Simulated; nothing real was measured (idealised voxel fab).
Process module, titled voxel transistor to metal
Square cell edge 5 nm, section width 210 nm, ID cut.
When this document writes out a cross-section, it uses a grid of square cells and lists it as bands, beginning at the top and moving down, with a band standing for one or more rows of cells.
The entry gives the band's vertical extent as a top height and a bottom height in nm, then its horizontal make-up as materials from left to right, each with a width in nm. "empty" stands for empty space; a single material marked "all across" fills the band edge to edge.
Height datum 0, below which the as-received substrate wafer is one material. Lowest band open at the bottom, running downward: "top 0, no bottom".
Read "30..40" as a graded width: first number on top, second number at the bottom, same change between each pair of neighbouring rows.
For the purposes of this document, the phrase "changes: none" attached to a step denotes that no cell within the cross-section was modified by that step.
You'll see "Voids, sealed" listing empty spaces that have no way open to the top, as long as they're 8 cells or more; the notation is width x height at distance, where the distance is from the left edge, and all of it is in nm.
Formally, on a step line, whatever follows the settings is a remark that the simulator itself makes on the step.
"overlay nm" on a masked step: distance the mask lay right of its planned place, negative for left.

The planned process steps are enumerated hereunder:
1) op RECEIVE | material Si
2) op CONFORMAL_DEP | material SiO2 | thk nm 5
3) op CONFORMAL_DEP | material SiN | thk nm 10
4) op MASKED_ETCH | tone cover | mask id ACTIVE | width nm 115 | etch materials SiN | depth nm 10 | overlay nm 0
5) op MASKED_ETCH | tone cover | mask id ACTIVE | width nm 115 | etch materials SiO2 | depth nm 5 | overlay nm 0
6) op MASKED_ETCH | tone cover | mask id ACTIVE | width nm 115 | etch materials Si | depth nm 35 | overlay nm 0
7) op OXIDIZE | depth nm 5
8) op FILL_DEP | material SiO2 | thk nm 15
9) op CMP | height nm 15
10) op SELECTIVE_ETCH | etch materials SiO2 | depth nm 5
11) op STRIP | etch materials SiN
12) op SELECTIVE_ETCH | etch materials SiO2 | depth nm 5
13) op OXIDIZE | depth nm 5
14) op DIRECTIONAL_DEP | material polySi | thk nm 30
15) op DIRECTIONAL_DEP | material SiCN | thk nm 10
16) op PATTERN | tone cover | mask id GATE | material resist | width nm 25 | thk nm 15 | overlay nm 0
17) op DIRECTIONAL_ETCH | etch materials SiCN | depth nm 20
18) op DIRECTIONAL_ETCH | etch materials polySi | depth nm 40
19) op STRIP | etch materials resist
20) op CONFORMAL_DEP | material SiN | thk nm 10
21) op DIRECTIONAL_ETCH | etch materials SiN | depth nm 10
22) op DIRECTIONAL_ETCH | etch materials SiO2 | depth nm 5
23) op EPI | material nSi | thk nm 5
24) op FILL_DEP | material SiO2 | thk nm 5
25) op CMP | height nm 40
26) op DIRECTIONAL_DEP | material SiO2 | thk nm 10
27) op DIRECTIONAL_DEP | material aC | thk nm 10
28) op PATTERN | tone open | mask id CONTACT | material resist | width nm 20 | pitch nm 75 | thk nm 30 | overlay nm 0
29) op DIRECTIONAL_ETCH | etch materials aC | depth nm 10
30) op STRIP | etch materials resist
31) op DIRECTIONAL_ETCH | etch materials SiO2 | depth nm 50
32) op STRIP | etch materials aC
33) op CONFORMAL_DEP | material TiN | thk nm 5
34) op FILL_DEP | material Ru | thk nm 5
35) op CMP | height nm 50
36) op CONFORMAL_DEP | material SiCN | thk nm 5
37) op DIRECTIONAL_DEP | material lowk | thk nm 15
38) op PATTERN | tone open | mask id METAL_1 | material resist | width nm 20 | pitch nm 75 | thk nm 20 | overlay nm 0
39) op DIRECTIONAL_ETCH | etch materials lowk | depth nm 15
40) op DIRECTIONAL_ETCH | etch materials SiCN | depth nm 5
41) op STRIP | etch materials resist
42) op CONFORMAL_DEP | material TiN | thk nm 5
43) op FILL_DEP | material W | thk nm 5
44) op CMP | height nm 70
45) op CONFORMAL_DEP | material SiN | thk nm 5
Be aware that, although all wafers share a common starting state, the depth nm at step 13 differs among them, and the plan displays the first wafer's value.

first wafer as received, after step 1:
    top 0, no bottom = Si all across
    Voids, sealed: none

Cross-section of the first of several wafers once the module has run through its last step, step 45:
    top 75, bottom 70 = SiN all across
    top 70, bottom 55 = lowk (55), then TiN (5), then W (10), then TiN (5), then lowk (55), then TiN (5), then W (10), then TiN (5), then lowk (60)
    top 55, bottom 50 = SiCN (55), then TiN (20), then SiCN (55), then TiN (20), then SiCN (60)
    top 50, bottom 40 = SiO2 (55), then TiN (5), then Ru (10), then TiN (5), then SiO2 (55), then TiN (5), then Ru (10), then TiN (5), then SiO2 (60)
    top 40, bottom 30 = SiO2 (55), then TiN (5), then Ru (10), then TiN (5), then SiO2 (5), then SiN (10), then SiCN (25), then SiN (10), then SiO2 (5), then TiN (5), then Ru (10), then TiN (5), then SiO2 (60)
    top 30, bottom 5 = SiO2 (55), then TiN (5), then Ru (10), then TiN (5), then SiO2 (5), then SiN (10), then polySi (25), then SiN (10), then SiO2 (5), then TiN (5), then Ru (10), then TiN (5), then SiO2 (60)
    top 5, bottom 0 = SiO2 (40), then SiN (10), then SiO2 (5), then TiN (20), then SiO2 (5), then SiN (10), then polySi (25), then SiN (10), then SiO2 (5), then TiN (20), then SiO2 (5), then SiN (10), then SiO2 (45)
    top 0, bottom -5 = SiO2 (50), then nSi (30), then SiO2 (45), then nSi (30), then SiO2 (55)
    top -5, bottom -40 = SiO2 (50), then Si (105), then SiO2 (55)
    top -40, no bottom = Si all across
    Voids, sealed: none

Cross-section at module completion, last wafer:
    top 75, bottom 70 = SiN all across
    top 70, bottom 55 = lowk (55), then TiN (5), then W (10), then TiN (5), then lowk (55), then TiN (5), then W (10), then TiN (5), then lowk (60)
    top 55, bottom 50 = SiCN (55), then TiN (20), then SiCN (55), then TiN (20), then SiCN (60)
    top 50, bottom 40 = SiO2 (55), then TiN (5), then Ru (10), then TiN (5), then SiO2 (55), then TiN (5), then Ru (10), then TiN (5), then SiO2 (60)
    top 40, bottom 30 = SiO2 (55), then TiN (5), then Ru (10), then TiN (5), then SiO2 (5), then SiN (10), then SiCN (25), then SiN (10), then SiO2 (5), then TiN (5), then Ru (10), then TiN (5), then SiO2 (60)
    top 30, bottom 5 = SiO2 (55), then TiN (5), then Ru (10), then TiN (5), then SiO2 (5), then SiN (10), then polySi (25), then SiN (10), then SiO2 (5), then TiN (5), then Ru (10), then TiN (5), then SiO2 (60)
    top 5, bottom 0 = SiO2 (40), then SiN (10), then SiO2 (5), then TiN (20), then SiO2 (5), then SiN (10), then polySi (25), then SiN (10), then SiO2 (5), then TiN (20), then SiO2 (5), then SiN (10), then SiO2 (45)
    top 0, bottom -20 = SiO2 all across
    top -20, bottom -40 = SiO2 (50), then Si (105), then SiO2 (55)
    top -40, no bottom = Si all across
    Voids, sealed: none

Below is a per-wafer table. In it, each row describes the wafer at the end of the module by giving, for each material, the number of cells gained (+) or lost (-) since the wafer was received, and after that the closed voids of the wafer:
depth nm 5; +36 Ru; -189 Si; +44 SiCN; +78 SiN; +441 SiO2; +64 TiN; +12 W; +102 lowk; +12 nSi; +30 polySi; Voids, sealed: none
depth nm 10; +36 Ru; -210 Si; +44 SiCN; +78 SiN; +474 SiO2; +64 TiN; +12 W; +102 lowk; +30 polySi; Voids, sealed: none
depth nm 15; +36 Ru; -231 Si; +44 SiCN; +78 SiN; +495 SiO2; +64 TiN; +12 W; +102 lowk; +30 polySi; Voids, sealed: none
depth nm 20; +36 Ru; -252 Si; +44 SiCN; +78 SiN; +516 SiO2; +64 TiN; +12 W; +102 lowk; +30 polySi; Voids, sealed: none
